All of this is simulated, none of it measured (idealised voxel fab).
Name of the process module below: voxel spacer lines
Square cells of 5 nm make up the cross-section cut, whose width is 175 nm.
A cross-section in this document is a grid of square cells, and it is written down as bands, the top band listed before the ones below it; a band is made up of one or more rows of cells.
A band entry consists of two parts. The first gives the height of the band's top and the height of its bottom, in nm. The rest lists the band's materials from left to right, each with its width in nm. A single material labelled with the word "throughout" fills the band from edge to edge, and the word "empty" marks empty space.
A quick word on heights: they are counted from 0, and under that level the wafer as it came to us is one material throughout. The lowest band is different from the rest in having no bottom; it simply continues downward, written as in "0..down".
Width: "30 to 40" (first number = top row, second number = bottom row, same change from row to row of cells).
Given "no change occurred" for a step, no cell of the cross-section differs between before and after that step.
The entry titled "Sealed-off cavities" provides the empty spaces that have no open way to the top, restricted to those of 8 cells or more. Each is presented as width x height at distance, the distance being measured from the left edge, with all three in nm.
Note: text after step settings on the step line = simulator remark on that step.
The "overlay nm" setting may appear on a step's line; for a step that uses a mask, it gives how far to the right of its planned position the mask lay, and a negative value indicates the left.

-- Planned process steps
1,RECEIVE, material Si
2,CONFORMAL_DEP, material Al2O3, thk nm 5
3,DIRECTIONAL_DEP, material SiN, thk nm 15
4,DIRECTIONAL_DEP, material aC, thk nm 25
5,PATTERN, tone cover, mask id MANDREL, material resist, width nm 15, pitch nm 50, thk nm 30, overlay nm 0
6,DIRECTIONAL_ETCH, etch materials aC, depth nm 25
7,STRIP, etch materials resist
8,CONFORMAL_DEP, material SiO2, thk nm 10
9,DIRECTIONAL_ETCH, etch materials SiO2, depth nm 10
10,STRIP, etch materials aC
11,DIRECTIONAL_ETCH, etch materials SiN, depth nm 15
12,STRIP, etch materials SiO2

-- Incoming wafer in cross-section (state: after step 1)
    0..down: Si throughout
    Sealed-off cavities: none

-- Module complete - cross-section of the first of two wafers, run according to plan
    20..5: empty 20 nm  SiN 10 nm  empty 15 nm  SiN 10 nm  empty 15 nm  SiN 10 nm  empty 15 nm  SiN 10 nm  empty 15 nm  SiN 10 nm  empty 15 nm  SiN 10 nm  empty 20 nm
    5..0: Al2O3 throughout
    0..down: Si throughout
    Sealed-off cavities: none

-- Cross-section at end of module for the second wafer of two, which matched the first in starting point and plan and differed by one mistake in its processing
    20..5: empty 15 nm  SiN 10 nm  empty 25 nm  SiN 10 nm  empty 5 nm  SiN 10 nm  empty 25 nm  SiN 10 nm  empty 5 nm  SiN 10 nm  empty 25 nm  SiN 10 nm  empty 15 nm
    5..0: Al2O3 throughout
    0..down: Si throughout
    Sealed-off cavities: none
Diagnosis: step 5 did not happen as planned, as run it was PATTERN, tone cover, mask id MANDREL, material resist, width nm 25, pitch nm 50, thk nm 30, overlay nm 0
The two final wafers agree on how many cells each material fills and disagree on which cells those are.
